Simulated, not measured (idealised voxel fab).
process module | voxel wiring stack
cross-section cut | 290 nm wide | cells 5 nm
A cross-section is a grid of square cells, given in bands from the top down. A band is one or more rows of cells.
Each band's line starts with the height of the band's top and of its bottom, in nm. Then come its materials from left to right, each with its width in nm. One material with "throughout" fills the band from edge to edge. "air" is empty space.
Height 0 is the level under which the wafer as received is all one material. The lowest band goes on downwards, as in "0 down".
A width such as "30 to 40" changes by the same amount from each row of cells to the next, from the band's top row to its bottom row.
"no change" after a step means that no cell of the cross-section changed.
closed voids: empty space of 8 cells or more with no open way to the top, each as width x height at its distance from the left edge, in nm
after a step's settings: what the simulator itself notes on the step
overlay nm, on a step with a mask: how far to the right of its planned place the mask lay; to the left if negative
Each pair below shows a cross-section before one step and the cross-section after it, down to the lowest band that changed. The line under each pair gives the step between them, with its settings. The pairs can come from different runs of this module on the same starting wafer, so a pair continues from the pair above only where its "before" says so.
before
  0 down: Si throughout
  closed voids: none
after
  15 to 0: SiO2 throughout
  below 0: unchanged
  closed voids: none
the step between: op CONFORMAL_DEP | material SiO2 | thk nm 15
before: the cross-section after the pair above
after
  20 to 15: TiN throughout
  below 15: unchanged
  closed voids: none
the step between: op DIRECTIONAL_DEP | material TiN | thk nm 5
before: the cross-section after the pair above
after
  40 to 20: W throughout
  below 20: unchanged
  closed voids: none
the step between: op DIRECTIONAL_DEP | material W | thk nm 20
before: the cross-section after the pair above
after
  50 to 40: aC throughout
  below 40: unchanged
  closed voids: none
the step between: op DIRECTIONAL_DEP | material aC | thk nm 10
before: the cross-section after the pair above
after
  80 to 50: air 85 | resist 25 | air 20 | resist 25 | air 20 | resist 25 | air 90
  below 50: unchanged
  closed voids: none
the step between: op PATTERN | tone cover | mask id METAL_1 | material resist | width nm 25 | pitch nm 45 | thk nm 30 | overlay nm 0
before: the cross-section after the pair above
after
  70 to 50: air 85 | resist 25 | air 20 | resist 25 | air 20 | resist 25 | air 90
  50 to 40: air 85 | aC 25 | air 20 | aC 25 | air 20 | aC 25 | air 90
  below 40: unchanged
  closed voids: none
the step between: op DIRECTIONAL_ETCH | etch materials aC | depth nm 10
before: the cross-section after the pair above
after
  50 to 40: air 85 | aC 25 | air 20 | aC 25 | air 20 | aC 25 | air 90
  below 40: unchanged
  closed voids: none
the step between: op STRIP | etch materials resist
before: the cross-section after the pair above
after
  50 to 40: air 85 | aC 25 | air 20 | aC 25 | air 20 | aC 25 | air 90
  40 to 20: air 85 | W 25 | air 20 | W 25 | air 20 | W 25 | air 90
  below 20: unchanged
  closed voids: none
the step between: op DIRECTIONAL_ETCH | etch materials W | depth nm 20
before: the cross-section after the pair above
after
  50 to 40: air 85 | aC 25 | air 20 | aC 25 | air 20 | aC 25 | air 90
  40 to 20: air 85 | W 25 | air 20 | W 25 | air 20 | W 25 | air 90
  20 to 15: air 85 | TiN 25 | air 20 | TiN 25 | air 20 | TiN 25 | air 90
  below 15: unchanged
  closed voids: none
the step between: op DIRECTIONAL_ETCH | etch materials TiN | depth nm 5
before: the cross-section after the pair above
after
  40 to 20: air 85 | W 25 | air 20 | W 25 | air 20 | W 25 | air 90
  below 20: unchanged
  closed voids: none
the step between: op STRIP | etch materials aC
before: the cross-section after the pair above
after
  45 to 40: air 80 | SiN 35 | air 10 | SiN 35 | air 10 | SiN 35 | air 85
  40 to 20: air 80 | SiN 5 | W 25 | SiN 5 | air 10 | SiN 5 | W 25 | SiN 5 | air 10 | SiN 5 | W 25 | SiN 5 | air 85
  20 to 15: SiN 85 | TiN 25 | SiN 20 | TiN 25 | SiN 20 | TiN 25 | SiN 90
  below 15: unchanged
  closed voids: none
the step between: op CONFORMAL_DEP | material SiN | thk nm 5
before: the cross-section after the pair above
after
  55 to 45: lowk throughout
  45 to 40: lowk 80 | SiN 35 | lowk 10 | SiN 35 | lowk 10 | SiN 35 | lowk 85
  40 to 20: lowk 80 | SiN 5 | W 25 | SiN 5 | lowk 10 | SiN 5 | W 25 | SiN 5 | lowk 10 | SiN 5 | W 25 | SiN 5 | lowk 85
  below 20: unchanged
  closed voids: none
the step between: op FILL_DEP | material lowk | thk nm 10
before: the cross-section after the pair above
after
  40 to 20: lowk 80 | SiN 5 | W 25 | SiN 5 | lowk 10 | SiN 5 | W 25 | SiN 5 | lowk 10 | SiN 5 | W 25 | SiN 5 | lowk 85
  below 20: unchanged
  closed voids: none
the step between: op CMP | height nm 40
before: the cross-section after the pair above
after
  45 to 40: SiCN throughout
  below 40: unchanged
  closed voids: none
the step between: op CONFORMAL_DEP | material SiCN | thk nm 5
before: the cross-section after the pair above
after
  65 to 45: SiO2 throughout
  below 45: unchanged
  closed voids: none
the step between: op DIRECTIONAL_DEP | material SiO2 | thk nm 20
before: the cross-section after the pair above
after
  75 to 65: aC throughout
  below 65: unchanged
  closed voids: none
the step between: op DIRECTIONAL_DEP | material aC | thk nm 10
before: the cross-section after the pair above
after
  100 to 75: resist 85 | air 15 | resist 30 | air 15 | resist 30 | air 15 | resist 100
  below 75: unchanged
  closed voids: none
the step between: op PATTERN | tone open | mask id PLUG_1 | material resist | width nm 15 | pitch nm 45 | thk nm 25 | overlay nm 0
before: the cross-section after the pair above
after
  90 to 75: resist 85 | air 15 | resist 30 | air 15 | resist 30 | air 15 | resist 100
  75 to 65: aC 85 | air 15 | aC 30 | air 15 | aC 30 | air 15 | aC 100
  below 65: unchanged
  closed voids: none
the step between: op DIRECTIONAL_ETCH | etch materials aC | depth nm 10
before: the cross-section after the pair above
after
  75 to 65: aC 85 | air 15 | aC 30 | air 15 | aC 30 | air 15 | aC 100
  below 65: unchanged
  closed voids: none
the step between: op STRIP | etch materials resist
before: the cross-section after the pair above
after
  75 to 65: aC 85 | air 15 | aC 30 | air 15 | aC 30 | air 15 | aC 100
  65 to 45: SiO2 85 | air 15 | SiO2 30 | air 15 | SiO2 30 | air 15 | SiO2 100
  below 45: unchanged
  closed voids: none
the step between: op DIRECTIONAL_ETCH | etch materials SiO2 | depth nm 20
before: the cross-section after the pair above
after
  75 to 65: aC 85 | air 15 | aC 30 | air 15 | aC 30 | air 15 | aC 100
  65 to 45: SiO2 85 | air 15 | SiO2 30 | air 15 | SiO2 30 | air 15 | SiO2 100
  45 to 40: SiCN 85 | air 15 | SiCN 30 | air 15 | SiCN 30 | air 15 | SiCN 100
  below 40: unchanged
  closed voids: none
the step between: op DIRECTIONAL_ETCH | etch materials SiCN | depth nm 5
before: the cross-section after the pair above
after
  65 to 45: SiO2 85 | air 15 | SiO2 30 | air 15 | SiO2 30 | air 15 | SiO2 100
  below 45: unchanged
  closed voids: none
the step between: op STRIP | etch materials aC
before: the cross-section after the pair above
after
  70 to 65: TiN 90 | air 5 | TiN 40 | air 5 | TiN 40 | air 5 | TiN 105
  65 to 45: SiO2 85 | TiN 5 | air 5 | TiN 5 | SiO2 30 | TiN 5 | air 5 | TiN 5 | SiO2 30 | TiN 5 | air 5 | TiN 5 | SiO2 100
  45 to 40: SiCN 85 | TiN 15 | SiCN 30 | TiN 15 | SiCN 30 | TiN 15 | SiCN 100
  below 40: unchanged
  closed voids: none
the step between: op CONFORMAL_DEP | material TiN | thk nm 5
before: the cross-section after the pair above
after
  75 to 70: Cu throughout
  70 to 65: TiN 90 | Cu 5 | TiN 40 | Cu 5 | TiN 40 | Cu 5 | TiN 105
  65 to 45: SiO2 85 | TiN 5 | Cu 5 | TiN 5 | SiO2 30 | TiN 5 | Cu 5 | TiN 5 | SiO2 30 | TiN 5 | Cu 5 | TiN 5 | SiO2 100
  below 45: unchanged
  closed voids: none
the step between: op FILL_DEP | material Cu | thk nm 5
before: the cross-section after the pair above
after
  65 to 45: SiO2 85 | TiN 5 | Cu 5 | TiN 5 | SiO2 30 | TiN 5 | Cu 5 | TiN 5 | SiO2 30 | TiN 5 | Cu 5 | TiN 5 | SiO2 100
  below 45: unchanged
  closed voids: none
the step between: op CMP | height nm 65
before: the cross-section after the pair above
after
  70 to 65: TiN throughout
  below 65: unchanged
  closed voids: none
the step between: op DIRECTIONAL_DEP | material TiN | thk nm 5
before: the cross-section after the pair above
after
  85 to 70: W throughout
  below 70: unchanged
  closed voids: none
the step between: op DIRECTIONAL_DEP | material W | thk nm 15
before: the cross-section after the pair above
after
  95 to 85: aC throughout
  below 85: unchanged
  closed voids: none
the step between: op DIRECTIONAL_DEP | material aC | thk nm 10
before: the cross-section after the pair above
after
  125 to 95: air 85 | resist 25 | air 20 | resist 25 | air 20 | resist 25 | air 90
  below 95: unchanged
  closed voids: none
the step between: op PATTERN | tone cover | mask id METAL_2 | material resist | width nm 25 | pitch nm 45 | thk nm 30 | overlay nm 0
before: the cross-section after the pair above
after
  115 to 95: air 85 | resist 25 | air 20 | resist 25 | air 20 | resist 25 | air 90
  95 to 85: air 85 | aC 25 | air 20 | aC 25 | air 20 | aC 25 | air 90
  below 85: unchanged
  closed voids: none
the step between: op DIRECTIONAL_ETCH | etch materials aC | depth nm 10
before: the cross-section after the pair above
after
  95 to 85: air 85 | aC 25 | air 20 | aC 25 | air 20 | aC 25 | air 90
  below 85: unchanged
  closed voids: none
the step between: op STRIP | etch materials resist
before: the cross-section after the pair above
after
  95 to 85: air 85 | aC 25 | air 20 | aC 25 | air 20 | aC 25 | air 90
  85 to 70: air 85 | W 25 | air 20 | W 25 | air 20 | W 25 | air 90
  below 70: unchanged
  closed voids: none
the step between: op DIRECTIONAL_ETCH | etch materials W | depth nm 15
before: the cross-section after the pair above
after
  95 to 85: air 85 | aC 25 | air 20 | aC 25 | air 20 | aC 25 | air 90
  85 to 70: air 85 | W 25 | air 20 | W 25 | air 20 | W 25 | air 90
  70 to 65: air 85 | TiN 25 | air 20 | TiN 25 | air 20 | TiN 25 | air 90
  below 65: unchanged
  closed voids: none
the step between: op DIRECTIONAL_ETCH | etch materials TiN | depth nm 5
before: the cross-section after the pair above
after
  85 to 70: air 85 | W 25 | air 20 | W 25 | air 20 | W 25 | air 90
  below 70: unchanged
  closed voids: none
the step between: op STRIP | etch materials aC
before: the cross-section after the pair above
after
  90 to 85: air 80 | SiCN 35 | air 10 | SiCN 35 | air 10 | SiCN 35 | air 85
  85 to 70: air 80 | SiCN 5 | W 25 | SiCN 5 | air 10 | SiCN 5 | W 25 | SiCN 5 | air 10 | SiCN 5 | W 25 | SiCN 5 | air 85
  70 to 65: SiCN 85 | TiN 25 | SiCN 20 | TiN 25 | SiCN 20 | TiN 25 | SiCN 90
  below 65: unchanged
  closed voids: none
the step between: op CONFORMAL_DEP | material SiCN | thk nm 5
before: the cross-section after the pair above
after
  100 to 90: SiO2 throughout
  90 to 85: SiO2 80 | SiCN 35 | SiO2 10 | SiCN 35 | SiO2 10 | SiCN 35 | SiO2 85
  85 to 70: SiO2 80 | SiCN 5 | W 25 | SiCN 5 | SiO2 10 | SiCN 5 | W 25 | SiCN 5 | SiO2 10 | SiCN 5 | W 25 | SiCN 5 | SiO2 85
  below 70: unchanged
  closed voids: none
the step between: op FILL_DEP | material SiO2 | thk nm 10
before: the cross-section after the pair above
after
  85 to 70: SiO2 80 | SiCN 5 | W 25 | SiCN 5 | SiO2 10 | SiCN 5 | W 25 | SiCN 5 | SiO2 10 | SiCN 5 | W 25 | SiCN 5 | SiO2 85
  below 70: unchanged
  closed voids: none
the step between: op CMP | height nm 85
before: the cross-section after the pair above
after
  90 to 85: SiCN throughout
  below 85: unchanged
  closed voids: none
the step between: op CONFORMAL_DEP | material SiCN | thk nm 5
before: the cross-section after the pair above
after
  100 to 90: lowk throughout
  below 90: unchanged
  closed voids: none
the step between: op DIRECTIONAL_DEP | material lowk | thk nm 10
before: the cross-section after the pair above
after
  100 to 90: lowk 85 | air 15 | lowk 30 | air 15 | lowk 30 | air 15 | lowk 100
  below 90: unchanged
  closed voids: none
the step between: op MASKED_ETCH | tone open | mask id PLUG_2 | width nm 15 | pitch nm 45 | etch materials lowk | depth nm 10 | overlay nm 0
before: the cross-section after the pair above
after
  100 to 90: lowk 85 | air 15 | lowk 30 | air 15 | lowk 30 | air 15 | lowk 100
  90 to 85: SiCN 85 | air 15 | SiCN 30 | air 15 | SiCN 30 | air 15 | SiCN 100
  below 85: unchanged
  closed voids: none
the step between: op MASKED_ETCH | tone open | mask id PLUG_2 | width nm 15 | pitch nm 45 | etch materials SiCN | depth nm 5 | overlay nm 0
before: the cross-section after the pair above
after
  105 to 100: TiN 90 | air 5 | TiN 40 | air 5 | TiN 40 | air 5 | TiN 105
  100 to 90: lowk 85 | TiN 5 | air 5 | TiN 5 | lowk 30 | TiN 5 | air 5 | TiN 5 | lowk 30 | TiN 5 | air 5 | TiN 5 | lowk 100
  90 to 85: SiCN 85 | TiN 15 | SiCN 30 | TiN 15 | SiCN 30 | TiN 15 | SiCN 100
  below 85: unchanged
  closed voids: none
the step between: op CONFORMAL_DEP | material TiN | thk nm 5
before: the cross-section after the pair above
after
  115 to 105: W throughout
  105 to 100: TiN 90 | W 5 | TiN 40 | W 5 | TiN 40 | W 5 | TiN 105
  100 to 90: lowk 85 | TiN 5 | W 5 | TiN 5 | lowk 30 | TiN 5 | W 5 | TiN 5 | lowk 30 | TiN 5 | W 5 | TiN 5 | lowk 100
  below 90: unchanged
  closed voids: none
the step between: op FILL_DEP | material W | thk nm 10
before: the cross-section after the pair above
after
  100 to 90: lowk 85 | TiN 5 | W 5 | TiN 5 | lowk 30 | TiN 5 | W 5 | TiN 5 | lowk 30 | TiN 5 | W 5 | TiN 5 | lowk 100
  below 90: unchanged
  closed voids: none
the step between: op CMP | height nm 100
before: the cross-section after the pair above
after
  105 to 100: SiN throughout
  below 100: unchanged
  closed voids: none
the step between: op CONFORMAL_DEP | material SiN | thk nm 5
before: the cross-section after the pair above
after
  125 to 105: SiO2 throughout
  below 105: unchanged
  closed voids: none
the step between: op DIRECTIONAL_DEP | material SiO2 | thk nm 20
before: the cross-section after the pair above
after
  145 to 125: resist 85 | air 25 | resist 20 | air 25 | resist 20 | air 25 | resist 90
  below 125: unchanged
  closed voids: none
the step between: op PATTERN | tone open | mask id METAL_3 | material resist | width nm 25 | pitch nm 45 | thk nm 20 | overlay nm 0
before: the cross-section after the pair above
after
  145 to 125: resist 85 | air 25 | resist 20 | air 25 | resist 20 | air 25 | resist 90
  125 to 105: SiO2 85 | air 25 | SiO2 20 | air 25 | SiO2 20 | air 25 | SiO2 90
  below 105: unchanged
  closed voids: none
the step between: op DIRECTIONAL_ETCH | etch materials SiO2 | depth nm 20
before: the cross-section after the pair above
after
  145 to 125: resist 85 | air 25 | resist 20 | air 25 | resist 20 | air 25 | resist 90
  125 to 105: SiO2 85 | air 25 | SiO2 20 | air 25 | SiO2 20 | air 25 | SiO2 90
  105 to 100: SiN 85 | air 25 | SiN 20 | air 25 | SiN 20 | air 25 | SiN 90
  below 100: unchanged
  closed voids: none
the step between: op DIRECTIONAL_ETCH | etch materials SiN | depth nm 5
before: the cross-section after the pair above
after
  125 to 105: SiO2 85 | air 25 | SiO2 20 | air 25 | SiO2 20 | air 25 | SiO2 90
  below 105: unchanged
  closed voids: none
the step between: op STRIP | etch materials resist
before: the cross-section after the pair above
after
  130 to 125: TiN 90 | air 15 | TiN 30 | air 15 | TiN 30 | air 15 | TiN 95
  125 to 105: SiO2 85 | TiN 5 | air 15 | TiN 5 | SiO2 20 | TiN 5 | air 15 | TiN 5 | SiO2 20 | TiN 5 | air 15 | TiN 5 | SiO2 90
  105 to 100: SiN 85 | TiN 25 | SiN 20 | TiN 25 | SiN 20 | TiN 25 | SiN 90
  below 100: unchanged
  closed voids: none
the step between: op CONFORMAL_DEP | material TiN | thk nm 5
before: the cross-section after the pair above
after
  140 to 130: Ru throughout
  130 to 125: TiN 90 | Ru 15 | TiN 30 | Ru 15 | TiN 30 | Ru 15 | TiN 95
  125 to 105: SiO2 85 | TiN 5 | Ru 15 | TiN 5 | SiO2 20 | TiN 5 | Ru 15 | TiN 5 | SiO2 20 | TiN 5 | Ru 15 | TiN 5 | SiO2 90
  below 105: unchanged
  closed voids: none
the step between: op FILL_DEP | material Ru | thk nm 10
before: the cross-section after the pair above
after
  125 to 105: SiO2 85 | TiN 5 | Ru 15 | TiN 5 | SiO2 20 | TiN 5 | Ru 15 | TiN 5 | SiO2 20 | TiN 5 | Ru 15 | TiN 5 | SiO2 90
  below 105: unchanged
  closed voids: none
the step between: op CMP | height nm 125
before: the cross-section after the pair above
after
  130 to 125: SiN throughout
  below 125: unchanged
  closed voids: none
the step between: op CONFORMAL_DEP | material SiN | thk nm 5
before
  90 to 85: SiCN throughout
  85 to 70: SiO2 80 | SiCN 5 | W 25 | SiCN 5 | SiO2 10 | SiCN 5 | W 25 | SiCN 5 | SiO2 10 | SiCN 5 | W 25 | SiCN 5 | SiO2 85
  70 to 65: SiCN 85 | TiN 25 | SiCN 20 | TiN 25 | SiCN 20 | TiN 25 | SiCN 90
  65 to 45: SiO2 85 | TiN 5 | Cu 5 | TiN 5 | SiO2 30 | TiN 5 | Cu 5 | TiN 5 | SiO2 30 | TiN 5 | Cu 5 | TiN 5 | SiO2 100
  45 to 40: SiCN 85 | TiN 15 | SiCN 30 | TiN 15 | SiCN 30 | TiN 15 | SiCN 100
  40 to 20: lowk 80 | SiN 5 | W 25 | SiN 5 | lowk 10 | SiN 5 | W 25 | SiN 5 | lowk 10 | SiN 5 | W 25 | SiN 5 | lowk 85
  20 to 15: SiN 85 | TiN 25 | SiN 20 | TiN 25 | SiN 20 | TiN 25 | SiN 90
  15 to 0: SiO2 throughout
  0 down: Si throughout
  closed voids: none
after
  90 to 85: SiCN 85 | air 15 | SiCN 30 | air 15 | SiCN 30 | air 15 | SiCN 100
  below 85: unchanged
  closed voids: none
the step between: op MASKED_ETCH | tone open | mask id PLUG_2 | width nm 15 | pitch nm 45 | etch materials SiCN | depth nm 5 | overlay nm 0
before: the cross-section after the pair above
after
  95 to 90: TiN 90 | air 5 | TiN 40 | air 5 | TiN 40 | air 5 | TiN 105
  90 to 85: SiCN 85 | TiN 15 | SiCN 30 | TiN 15 | SiCN 30 | TiN 15 | SiCN 100
  below 85: unchanged
  closed voids: none
the step between: op CONFORMAL_DEP | material TiN | thk nm 5
before: the cross-section after the pair above
after
  105 to 95: W throughout
  95 to 90: TiN 90 | W 5 | TiN 40 | W 5 | TiN 40 | W 5 | TiN 105
  below 90: unchanged
  closed voids: none
the step between: op FILL_DEP | material W | thk nm 10
before: the cross-section after the pair above
after
  100 to 95: W throughout
  below 95: unchanged
  closed voids: none
the step between: op CMP | height nm 100
before: the cross-section after the pair above
after
  105 to 100: SiN throughout
  below 100: unchanged
  closed voids: none
the step between: op CONFORMAL_DEP | material SiN | thk nm 5
before: the cross-section after the pair above
after
  125 to 105: SiO2 throughout
  below 105: unchanged
  closed voids: none
the step between: op DIRECTIONAL_DEP | material SiO2 | thk nm 20
before: the cross-section after the pair above
after
  145 to 125: resist 85 | air 25 | resist 20 | air 25 | resist 20 | air 25 | resist 90
  below 125: unchanged
  closed voids: none
the step between: op PATTERN | tone open | mask id METAL_3 | material resist | width nm 25 | pitch nm 45 | thk nm 20 | overlay nm 0
before: the cross-section after the pair above
after
  145 to 125: resist 85 | air 25 | resist 20 | air 25 | resist 20 | air 25 | resist 90
  125 to 105: SiO2 85 | air 25 | SiO2 20 | air 25 | SiO2 20 | air 25 | SiO2 90
  below 105: unchanged
  closed voids: none
the step between: op DIRECTIONAL_ETCH | etch materials SiO2 | depth nm 20
before: the cross-section after the pair above
after
  145 to 125: resist 85 | air 25 | resist 20 | air 25 | resist 20 | air 25 | resist 90
  125 to 105: SiO2 85 | air 25 | SiO2 20 | air 25 | SiO2 20 | air 25 | SiO2 90
  105 to 100: SiN 85 | air 25 | SiN 20 | air 25 | SiN 20 | air 25 | SiN 90
  below 100: unchanged
  closed voids: none
the step between: op DIRECTIONAL_ETCH | etch materials SiN | depth nm 5
before: the cross-section after the pair above
after
  125 to 105: SiO2 85 | air 25 | SiO2 20 | air 25 | SiO2 20 | air 25 | SiO2 90
  below 105: unchanged
  closed voids: none
the step between: op STRIP | etch materials resist
before: the cross-section after the pair above
after
  130 to 125: TiN 90 | air 15 | TiN 30 | air 15 | TiN 30 | air 15 | TiN 95
  125 to 105: SiO2 85 | TiN 5 | air 15 | TiN 5 | SiO2 20 | TiN 5 | air 15 | TiN 5 | SiO2 20 | TiN 5 | air 15 | TiN 5 | SiO2 90
  105 to 100: SiN 85 | TiN 25 | SiN 20 | TiN 25 | SiN 20 | TiN 25 | SiN 90
  below 100: unchanged
  closed voids: none
the step between: op CONFORMAL_DEP | material TiN | thk nm 5
before: the cross-section after the pair above
after
  140 to 130: Ru throughout
  130 to 125: TiN 90 | Ru 15 | TiN 30 | Ru 15 | TiN 30 | Ru 15 | TiN 95
  125 to 105: SiO2 85 | TiN 5 | Ru 15 | TiN 5 | SiO2 20 | TiN 5 | Ru 15 | TiN 5 | SiO2 20 | TiN 5 | Ru 15 | TiN 5 | SiO2 90
  below 105: unchanged
  closed voids: none
the step between: op FILL_DEP | material Ru | thk nm 10
before: the cross-section after the pair above
after
  125 to 105: SiO2 85 | TiN 5 | Ru 15 | TiN 5 | SiO2 20 | TiN 5 | Ru 15 | TiN 5 | SiO2 20 | TiN 5 | Ru 15 | TiN 5 | SiO2 90
  below 105: unchanged
  closed voids: none
the step between: op CMP | height nm 125
before: the cross-section after the pair above
after
  130 to 125: SiN throughout
  below 125: unchanged
  closed voids: none
the step between: op CONFORMAL_DEP | material SiN | thk nm 5
before
  15 to 0: SiO2 throughout
  0 down: Si throughout
  closed voids: none
after
  30 to 0: SiO2 throughout
  below 0: unchanged
  closed voids: none
the step between: op CONFORMAL_DEP | material SiO2 | thk nm 15
before: the cross-section after the pair above
after
  35 to 30: TiN throughout
  below 30: unchanged
  closed voids: none
the step between: op DIRECTIONAL_DEP | material TiN | thk nm 5
before: the cross-section after the pair above
after
  55 to 35: W throughout
  below 35: unchanged
  closed voids: none
the step between: op DIRECTIONAL_DEP | material W | thk nm 20
before: the cross-section after the pair above
after
  65 to 55: aC throughout
  below 55: unchanged
  closed voids: none
the step between: op DIRECTIONAL_DEP | material aC | thk nm 10
before: the cross-section after the pair above
after
  95 to 65: air 85 | resist 25 | air 20 | resist 25 | air 20 | resist 25 | air 90
  below 65: unchanged
  closed voids: none
the step between: op PATTERN | tone cover | mask id METAL_1 | material resist | width nm 25 | pitch nm 45 | thk nm 30 | overlay nm 0
before: the cross-section after the pair above
after
  85 to 65: air 85 | resist 25 | air 20 | resist 25 | air 20 | resist 25 | air 90
  65 to 55: air 85 | aC 25 | air 20 | aC 25 | air 20 | aC 25 | air 90
  below 55: unchanged
  closed voids: none
the step between: op DIRECTIONAL_ETCH | etch materials aC | depth nm 10
before: the cross-section after the pair above
after
  65 to 55: air 85 | aC 25 | air 20 | aC 25 | air 20 | aC 25 | air 90
  below 55: unchanged
  closed voids: none
the step between: op STRIP | etch materials resist
before: the cross-section after the pair above
after
  65 to 55: air 85 | aC 25 | air 20 | aC 25 | air 20 | aC 25 | air 90
  55 to 35: air 85 | W 25 | air 20 | W 25 | air 20 | W 25 | air 90
  below 35: unchanged
  closed voids: none
the step between: op DIRECTIONAL_ETCH | etch materials W | depth nm 20
before: the cross-section after the pair above
after
  65 to 55: air 85 | aC 25 | air 20 | aC 25 | air 20 | aC 25 | air 90
  55 to 35: air 85 | W 25 | air 20 | W 25 | air 20 | W 25 | air 90
  35 to 30: air 85 | TiN 25 | air 20 | TiN 25 | air 20 | TiN 25 | air 90
  below 30: unchanged
  closed voids: none
the step between: op DIRECTIONAL_ETCH | etch materials TiN | depth nm 5
before: the cross-section after the pair above
after
  55 to 35: air 85 | W 25 | air 20 | W 25 | air 20 | W 25 | air 90
  below 35: unchanged
  closed voids: none
the step between: op STRIP | etch materials aC
before: the cross-section after the pair above
after
  60 to 55: air 80 | SiN 35 | air 10 | SiN 35 | air 10 | SiN 35 | air 85
  55 to 35: air 80 | SiN 5 | W 25 | SiN 5 | air 10 | SiN 5 | W 25 | SiN 5 | air 10 | SiN 5 | W 25 | SiN 5 | air 85
  35 to 30: SiN 85 | TiN 25 | SiN 20 | TiN 25 | SiN 20 | TiN 25 | SiN 90
  below 30: unchanged
  closed voids: none
the step between: op CONFORMAL_DEP | material SiN | thk nm 5
before: the cross-section after the pair above
after
  70 to 60: lowk throughout
  60 to 55: lowk 80 | SiN 35 | lowk 10 | SiN 35 | lowk 10 | SiN 35 | lowk 85
  55 to 35: lowk 80 | SiN 5 | W 25 | SiN 5 | lowk 10 | SiN 5 | W 25 | SiN 5 | lowk 10 | SiN 5 | W 25 | SiN 5 | lowk 85
  below 35: unchanged
  closed voids: none
the step between: op FILL_DEP | material lowk | thk nm 10
before: the cross-section after the pair above
after
  40 to 35: lowk 80 | SiN 5 | W 25 | SiN 5 | lowk 10 | SiN 5 | W 25 | SiN 5 | lowk 10 | SiN 5 | W 25 | SiN 5 | lowk 85
  below 35: unchanged
  closed voids: none
the step between: op CMP | height nm 40
before: the cross-section after the pair above
after
  45 to 40: SiCN throughout
  below 40: unchanged
  closed voids: none
the step between: op CONFORMAL_DEP | material SiCN | thk nm 5
before: the cross-section after the pair above
after
  65 to 45: SiO2 throughout
  below 45: unchanged
  closed voids: none
the step between: op DIRECTIONAL_DEP | material SiO2 | thk nm 20
before: the cross-section after the pair above
after
  75 to 65: aC throughout
  below 65: unchanged
  closed voids: none
the step between: op DIRECTIONAL_DEP | material aC | thk nm 10
before: the cross-section after the pair above
after
  100 to 75: resist 85 | air 15 | resist 30 | air 15 | resist 30 | air 15 | resist 100
  below 75: unchanged
  closed voids: none
the step between: op PATTERN | tone open | mask id PLUG_1 | material resist | width nm 15 | pitch nm 45 | thk nm 25 | overlay nm 0
before: the cross-section after the pair above
after
  90 to 75: resist 85 | air 15 | resist 30 | air 15 | resist 30 | air 15 | resist 100
  75 to 65: aC 85 | air 15 | aC 30 | air 15 | aC 30 | air 15 | aC 100
  below 65: unchanged
  closed voids: none
the step between: op DIRECTIONAL_ETCH | etch materials aC | depth nm 10
before: the cross-section after the pair above
after
  75 to 65: aC 85 | air 15 | aC 30 | air 15 | aC 30 | air 15 | aC 100
  below 65: unchanged
  closed voids: none
the step between: op STRIP | etch materials resist
before: the cross-section after the pair above
after
  75 to 65: aC 85 | air 15 | aC 30 | air 15 | aC 30 | air 15 | aC 100
  65 to 45: SiO2 85 | air 15 | SiO2 30 | air 15 | SiO2 30 | air 15 | SiO2 100
  below 45: unchanged
  closed voids: none
the step between: op DIRECTIONAL_ETCH | etch materials SiO2 | depth nm 20
before: the cross-section after the pair above
after
  75 to 65: aC 85 | air 15 | aC 30 | air 15 | aC 30 | air 15 | aC 100
  65 to 45: SiO2 85 | air 15 | SiO2 30 | air 15 | SiO2 30 | air 15 | SiO2 100
  45 to 40: SiCN 85 | air 15 | SiCN 30 | air 15 | SiCN 30 | air 15 | SiCN 100
  below 40: unchanged
  closed voids: none
the step between: op DIRECTIONAL_ETCH | etch materials SiCN | depth nm 5
before: the cross-section after the pair above
after
  65 to 45: SiO2 85 | air 15 | SiO2 30 | air 15 | SiO2 30 | air 15 | SiO2 100
  below 45: unchanged
  closed voids: none
the step between: op STRIP | etch materials aC
before: the cross-section after the pair above
after
  70 to 65: TiN 90 | air 5 | TiN 40 | air 5 | TiN 40 | air 5 | TiN 105
  65 to 45: SiO2 85 | TiN 5 | air 5 | TiN 5 | SiO2 30 | TiN 5 | air 5 | TiN 5 | SiO2 30 | TiN 5 | air 5 | TiN 5 | SiO2 100
  45 to 40: SiCN 85 | TiN 15 | SiCN 30 | TiN 15 | SiCN 30 | TiN 15 | SiCN 100
  below 40: unchanged
  closed voids: none
the step between: op CONFORMAL_DEP | material TiN | thk nm 5
before: the cross-section after the pair above
after
  75 to 70: Cu throughout
  70 to 65: TiN 90 | Cu 5 | TiN 40 | Cu 5 | TiN 40 | Cu 5 | TiN 105
  65 to 45: SiO2 85 | TiN 5 | Cu 5 | TiN 5 | SiO2 30 | TiN 5 | Cu 5 | TiN 5 | SiO2 30 | TiN 5 | Cu 5 | TiN 5 | SiO2 100
  below 45: unchanged
  closed voids: none
the step between: op FILL_DEP | material Cu | thk nm 5
before: the cross-section after the pair above
after
  65 to 45: SiO2 85 | TiN 5 | Cu 5 | TiN 5 | SiO2 30 | TiN 5 | Cu 5 | TiN 5 | SiO2 30 | TiN 5 | Cu 5 | TiN 5 | SiO2 100
  below 45: unchanged
  closed voids: none
the step between: op CMP | height nm 65
before: the cross-section after the pair above
after
  70 to 65: TiN throughout
  below 65: unchanged
  closed voids: none
the step between: op DIRECTIONAL_DEP | material TiN | thk nm 5
before: the cross-section after the pair above
after
  85 to 70: W throughout
  below 70: unchanged
  closed voids: none
the step between: op DIRECTIONAL_DEP | material W | thk nm 15
before: the cross-section after the pair above
after
  95 to 85: aC throughout
  below 85: unchanged
  closed voids: none
the step between: op DIRECTIONAL_DEP | material aC | thk nm 10
before: the cross-section after the pair above
after
  125 to 95: air 85 | resist 25 | air 20 | resist 25 | air 20 | resist 25 | air 90
  below 95: unchanged
  closed voids: none
the step between: op PATTERN | tone cover | mask id METAL_2 | material resist | width nm 25 | pitch nm 45 | thk nm 30 | overlay nm 0
before: the cross-section after the pair above
after
  115 to 95: air 85 | resist 25 | air 20 | resist 25 | air 20 | resist 25 | air 90
  95 to 85: air 85 | aC 25 | air 20 | aC 25 | air 20 | aC 25 | air 90
  below 85: unchanged
  closed voids: none
the step between: op DIRECTIONAL_ETCH | etch materials aC | depth nm 10
before: the cross-section after the pair above
after
  95 to 85: air 85 | aC 25 | air 20 | aC 25 | air 20 | aC 25 | air 90
  below 85: unchanged
  closed voids: none
the step between: op STRIP | etch materials resist
before: the cross-section after the pair above
after
  95 to 85: air 85 | aC 25 | air 20 | aC 25 | air 20 | aC 25 | air 90
  85 to 70: air 85 | W 25 | air 20 | W 25 | air 20 | W 25 | air 90
  below 70: unchanged
  closed voids: none
the step between: op DIRECTIONAL_ETCH | etch materials W | depth nm 15
before: the cross-section after the pair above
after
  95 to 85: air 85 | aC 25 | air 20 | aC 25 | air 20 | aC 25 | air 90
  85 to 70: air 85 | W 25 | air 20 | W 25 | air 20 | W 25 | air 90
  70 to 65: air 85 | TiN 25 | air 20 | TiN 25 | air 20 | TiN 25 | air 90
  below 65: unchanged
  closed voids: none
the step between: op DIRECTIONAL_ETCH | etch materials TiN | depth nm 5
